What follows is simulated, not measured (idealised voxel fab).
process module | voxel self aligned vias
FYI the section here is cut, 220 nm wide, cells are 5 nm squares.
We lay out every cross-section as a grid of square cells and spell it out in bands from the top down, where one band means one or more rows of cells.
Per band: top height and bottom height in nm, followed by the left-to-right materials and their widths in nm; "everywhere" marks a single material spanning edge to edge, "empty" marks empty space.
Below 0: as-received wafer, all one material; heights counted from there. Lowest band: no bottom, goes on down, written "0 -> down".
Width: "30->40" (first number = top row, second number = bottom row, same change from row to row of cells).
For the purposes of this document, the phrase "nothing got changed" attached to a step denotes that no cell within the cross-section was modified by that step.
Empty spaces without an open route to the top, at least 8 cells in extent, make up the entry "Closed voids list"; each is given as width x height at distance, where the distance is measured from the left edge, and all are in nm.
Text after the settings on a step's line: the simulator's own remark on that step.
Among the settings permitted on a step's line is "overlay nm"; applied to a step with a mask, it specifies the extent to which the mask lay to the right of its planned position, whereas a negative figure signifies a position to the left.
Read each pair as before and after one process step. The after cross-section shows only down to the lowest band that changed. The step between them and its settings are given below the pair. Pairs can come from different runs of this module on the same starting wafer. A pair continues from the pair above only where its "State before" entry says so.

State before
35 -> 10: SiCN everywhere
10 -> 0: SiO2 everywhere
0 -> down: Si everywhere
Closed voids list: none

Resulting Structure
40 -> 35: SiN everywhere
Everything below 35 is unchanged.
Closed voids list: none
The before and after cross-sections above differ by one step: FILL_DEP,material SiN,thk nm 5

State before: This step starts from the configuration shown after the step in the pair immediately above.

Resulting Structure
35 -> 10: SiCN everywhere
Everything below 10 is unchanged.
Closed voids list: none
The before and after cross-sections above differ by one step: CMP,height nm 35

State before: This step starts from the configuration shown after the step in the pair immediately above.

Resulting Structure
55 -> 35: lowk everywhere
Everything below 35 is unchanged.
Closed voids list: none
The before and after cross-sections above differ by one step: DIRECTIONAL_DEP,material lowk,thk nm 20

State before: This step starts from the configuration shown after the step in the pair immediately above.

Resulting Structure
75 -> 55: 50 of resist | 45 of empty | 125 of resist
Everything below 55 is unchanged.
Closed voids list: none
The before and after cross-sections above differ by one step: PATTERN,tone open,mask id VIAS,material resist,width nm 45,thk nm 20,overlay nm 0

State before: This step starts from the configuration shown after the step in the pair immediately above.

Resulting Structure
75 -> 55: 50 of resist | 45 of empty | 125 of resist
55 -> 35: 50 of lowk | 45 of empty | 125 of lowk
Everything below 35 is unchanged.
Closed voids list: none
The before and after cross-sections above differ by one step: DIRECTIONAL_ETCH,etch materials lowk,depth nm 20

State before: This step starts from the configuration shown after the step in the pair immediately above.

Resulting Structure
55 -> 35: 50 of lowk | 45 of empty | 125 of lowk
Everything below 35 is unchanged.
Closed voids list: none
The before and after cross-sections above differ by one step: STRIP,etch materials resist

State before: This step starts from the configuration shown after the step in the pair immediately above.

Resulting Structure
60 -> 55: 55 of TiN | 35 of empty | 130 of TiN
55 -> 40: 50 of lowk | 5 of TiN | 35 of empty | 5 of TiN | 125 of lowk
40 -> 35: 50 of lowk | 45 of TiN | 125 of lowk
Everything below 35 is unchanged.
Closed voids list: none
The before and after cross-sections above differ by one step: CONFORMAL_DEP,material TiN,thk nm 5

State before: This step starts from the configuration shown after the step in the pair immediately above.

Resulting Structure
65 -> 60: W everywhere
60 -> 55: 55 of TiN | 35 of W | 130 of TiN
55 -> 40: 50 of lowk | 5 of TiN | 35 of W | 5 of TiN | 125 of lowk
Everything below 40 is unchanged.
Closed voids list: none
The before and after cross-sections above differ by one step: FILL_DEP,material W,thk nm 5

State before: This step starts from the configuration shown after the step in the pair immediately above.

Resulting Structure
55 -> 40: 50 of lowk | 5 of TiN | 35 of W | 5 of TiN | 125 of lowk
Everything below 40 is unchanged.
Closed voids list: none
The before and after cross-sections above differ by one step: CMP,height nm 55

State before: This step starts from the configuration shown after the step in the pair immediately above.

Resulting Structure
60 -> 55: SiCN everywhere
Everything below 55 is unchanged.
Closed voids list: none
The before and after cross-sections above differ by one step: CONFORMAL_DEP,material SiCN,thk nm 5

State before
35 -> 15: lowk everywhere
15 -> 10: SiCN everywhere
10 -> 0: SiO2 everywhere
0 -> down: Si everywhere
Closed voids list: none

Resulting Structure
50 -> 35: 60 of empty | 25 of resist | 45 of empty | 25 of resist | 65 of empty
Everything below 35 is unchanged.
Closed voids list: none
The before and after cross-sections above differ by one step: PATTERN,tone cover,mask id LINES,material resist,width nm 25,pitch nm 70,thk nm 15,overlay nm 0

State before: This step starts from the configuration shown after the step in the pair immediately above.

Resulting Structure
50 -> 35: 60 of empty | 25 of resist | 45 of empty | 25 of resist | 65 of empty
35 -> 15: 60 of empty | 25 of lowk | 45 of empty | 25 of lowk | 65 of empty
Everything below 15 is unchanged.
Closed voids list: none
The before and after cross-sections above differ by one step: DIRECTIONAL_ETCH,etch materials lowk,depth nm 20

State before: This step starts from the configuration shown after the step in the pair immediately above.

Resulting Structure
35 -> 15: 60 of empty | 25 of lowk | 45 of empty | 25 of lowk | 65 of empty
Everything below 15 is unchanged.
Closed voids list: none
The before and after cross-sections above differ by one step: STRIP,etch materials resist

State before: This step starts from the configuration shown after the step in the pair immediately above.

Resulting Structure
40 -> 35: 55 of empty | 35 of TiN | 35 of empty | 35 of TiN | 60 of empty
35 -> 20: 55 of empty | 5 of TiN | 25 of lowk | 5 of TiN | 35 of empty | 5 of TiN | 25 of lowk | 5 of TiN | 60 of empty
20 -> 15: 60 of TiN | 25 of lowk | 45 of TiN | 25 of lowk | 65 of TiN
Everything below 15 is unchanged.
Closed voids list: none
The before and after cross-sections above differ by one step: CONFORMAL_DEP,material TiN,thk nm 5

State before: This step starts from the configuration shown after the step in the pair immediately above.

Resulting Structure
45 -> 40: W everywhere
40 -> 35: 55 of W | 35 of TiN | 35 of W | 35 of TiN | 60 of W
35 -> 20: 55 of W | 5 of TiN | 25 of lowk | 5 of TiN | 35 of W | 5 of TiN | 25 of lowk | 5 of TiN | 60 of W
Everything below 20 is unchanged.
Closed voids list: none
The before and after cross-sections above differ by one step: FILL_DEP,material W,thk nm 5

State before: This step starts from the configuration shown after the step in the pair immediately above.

Resulting Structure
35 -> 20: 55 of W | 5 of TiN | 25 of lowk | 5 of TiN | 35 of W | 5 of TiN | 25 of lowk | 5 of TiN | 60 of W
Everything below 20 is unchanged.
Closed voids list: none
The before and after cross-sections above differ by one step: CMP,height nm 35

State before: This step starts from the configuration shown after the step in the pair immediately above.

Resulting Structure
35 -> 30: 60 of empty | 25 of lowk | 45 of empty | 25 of lowk | 65 of empty
Everything below 30 is unchanged.
Closed voids list: none
The before and after cross-sections above differ by one step: SELECTIVE_ETCH,etch materials W Ru TiN,depth nm 5

State before: This step starts from the configuration shown after the step in the pair immediately above.

Resulting Structure
40 -> 35: SiN everywhere
35 -> 30: 60 of SiN | 25 of lowk | 45 of SiN | 25 of lowk | 65 of SiN
Everything below 30 is unchanged.
Closed voids list: none
The before and after cross-sections above differ by one step: FILL_DEP,material SiN,thk nm 5

State before: This step starts from the configuration shown after the step in the pair immediately above.

Resulting Structure
35 -> 30: 60 of SiN | 25 of lowk | 45 of SiN | 25 of lowk | 65 of SiN
Everything below 30 is unchanged.
Closed voids list: none
The before and after cross-sections above differ by one step: CMP,height nm 35

State before: This step starts from the configuration shown after the step in the pair immediately above.

Resulting Structure
55 -> 35: lowk everywhere
Everything below 35 is unchanged.
Closed voids list: none
The before and after cross-sections above differ by one step: DIRECTIONAL_DEP,material lowk,thk nm 20

State before: This step starts from the configuration shown after the step in the pair immediately above.

Resulting Structure
75 -> 55: 50 of resist | 45 of empty | 125 of resist
Everything below 55 is unchanged.
Closed voids list: none
The before and after cross-sections above differ by one step: PATTERN,tone open,mask id VIAS,material resist,width nm 45,thk nm 20,overlay nm 0

State before: This step starts from the configuration shown after the step in the pair immediately above.

Resulting Structure
75 -> 55: 50 of resist | 45 of empty | 125 of resist
55 -> 35: 50 of lowk | 45 of empty | 125 of lowk
Everything below 35 is unchanged.
Closed voids list: none
The before and after cross-sections above differ by one step: DIRECTIONAL_ETCH,etch materials lowk,depth nm 20

State before: This step starts from the configuration shown after the step in the pair immediately above.

Resulting Structure
75 -> 55: 50 of resist | 45 of empty | 125 of resist
55 -> 35: 50 of lowk | 45 of empty | 125 of lowk
35 -> 30: 50 of SiN | 10 of empty | 25 of lowk | 10 of empty | 35 of SiN | 25 of lowk | 65 of SiN
Everything below 30 is unchanged.
Closed voids list: none
The before and after cross-sections above differ by one step: DIRECTIONAL_ETCH,etch materials SiN,depth nm 5

State before: This step starts from the configuration shown after the step in the pair immediately above.

Resulting Structure
55 -> 35: 50 of lowk | 45 of empty | 125 of lowk
Everything below 35 is unchanged.
Closed voids list: none
The before and after cross-sections above differ by one step: STRIP,etch materials resist

State before: This step starts from the configuration shown after the step in the pair immediately above.

Resulting Structure
60 -> 55: 55 of TiN | 35 of empty | 130 of TiN
55 -> 40: 50 of lowk | 5 of TiN | 35 of empty | 5 of TiN | 125 of lowk
40 -> 35: 50 of lowk | 45 of TiN | 125 of lowk
35 -> 30: 50 of SiN | 10 of TiN | 25 of lowk | 10 of TiN | 35 of SiN | 25 of lowk | 65 of SiN
Everything below 30 is unchanged.
Closed voids list: none
The before and after cross-sections above differ by one step: CONFORMAL_DEP,material TiN,thk nm 5

State before: This step starts from the configuration shown after the step in the pair immediately above.

Resulting Structure
65 -> 60: W everywhere
60 -> 55: 55 of TiN | 35 of W | 130 of TiN
55 -> 40: 50 of lowk | 5 of TiN | 35 of W | 5 of TiN | 125 of lowk
Everything below 40 is unchanged.
Closed voids list: none
The before and after cross-sections above differ by one step: FILL_DEP,material W,thk nm 5

State before: This step starts from the configuration shown after the step in the pair immediately above.

Resulting Structure
55 -> 40: 50 of lowk | 5 of TiN | 35 of W | 5 of TiN | 125 of lowk
Everything below 40 is unchanged.
Closed voids list: none
The before and after cross-sections above differ by one step: CMP,height nm 55

State before: This step starts from the configuration shown after the step in the pair immediately above.

Resulting Structure
60 -> 55: SiCN everywhere
Everything below 55 is unchanged.
Closed voids list: none
The before and after cross-sections above differ by one step: CONFORMAL_DEP,material SiCN,thk nm 5
